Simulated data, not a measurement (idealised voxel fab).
This is a process module. Its name is voxel ribs on slabs.
Section shown: cut. Width: 200 nm. Cell size: 5 nm, square.
If you're reading a cross-section in this doc, picture square cells in a grid; it comes to you as bands, top ones listed first down to the bottom, and a band can be one or more rows of cells. Heads up on the band format: heights come first, top then bottom, in nm. After that it's the materials left to right, each with its width in nm. A single material flagged "full width" fills the whole band edge to edge, and "air" means there's empty space there. All heights in this document are referenced to 0, defined as the level beneath which the wafer, as received, consists entirely of one material. The lowest band is not bounded below; it extends indefinitely downward and is written in the form "top 0, no bottom". A width given as "30..40" starts at the first number in the band's top row and ends at the second number in its bottom row, shifting by an equal amount at every step from row to row. The designation "remains unaltered", where it is given for a processing step, indicates that no cell of the cross-section was altered in the course of that step. The entry "Tabulated closed voids" lists the empty spaces that cover at least 8 cells and have no open path to the top. Each is written as width x height at distance, where the distance is measured from the left edge and all three values are in nm. Where a step's line continues beyond its settings, the continuation is a remark by the simulator itself on that step. overlay nm: how far to the right of its planned place the mask lay on this masked step (negative: to the left).

List of planned process steps:
1 RECEIVE,material Si
2 DIRECTIONAL_DEP,material SiO2,thk nm 30
3 DIRECTIONAL_DEP,material SiN,thk nm 25
4 MASKED_ETCH,tone cover,mask id RIB,width nm 20,etch materials SiN,depth nm 5,overlay nm 0
5 PATTERN,tone cover,mask id SLAB,material resist,width nm 80,thk nm 20,overlay nm 0
6 DIRECTIONAL_ETCH,etch materials SiN,depth nm 20
7 STRIP,etch materials resist
8 FILL_DEP,material SiO2,thk nm 15
9 CMP,height nm 65
10 DIRECTIONAL_DEP,material TiN,thk nm 10
11 MASKED_ETCH,tone cover,mask id HEATER,width nm 30,etch materials TiN,depth nm 10,overlay nm 0
12 CONFORMAL_DEP,material SiN,thk nm 10

Delivered wafer in cross-section: state after step 1:
- top 0, no bottom = Si full width
- Tabulated closed voids: none

The first of two wafers, cross-sectioned at the end of the module, with the run proceeding as planned:
- top 85, bottom 75 = air: 75 / SiN: 50 / air: 75
- top 75, bottom 65 = SiN: 85 / TiN: 30 / SiN: 85
- top 65, bottom 55 = SiO2 full width
- top 55, bottom 50 = SiO2: 90 / SiN: 20 / SiO2: 90
- top 50, bottom 30 = SiO2: 60 / SiN: 80 / SiO2: 60
- top 30, bottom 0 = SiO2 full width
- top 0, no bottom = Si full width
- Tabulated closed voids: none

Now the second wafer, cross-sectioned at the end of the module. Nothing different at the start, nothing different in the plan compared with the first, just one mistake when it was actually run:
- top 75, bottom 65 = air: 85 / TiN: 30 / air: 85
- top 65, bottom 55 = SiO2 full width
- top 55, bottom 50 = SiO2: 90 / SiN: 20 / SiO2: 90
- top 50, bottom 30 = SiO2: 60 / SiN: 80 / SiO2: 60
- top 30, bottom 0 = SiO2 full width
- top 0, no bottom = Si full width
- Tabulated closed voids: none
Nonconformance to the process plan: the plan's step 12 went unexecuted, having been skipped
FYI, end of process, the second wafer has more or fewer cells of some materials than the first: 88 fewer of SiN
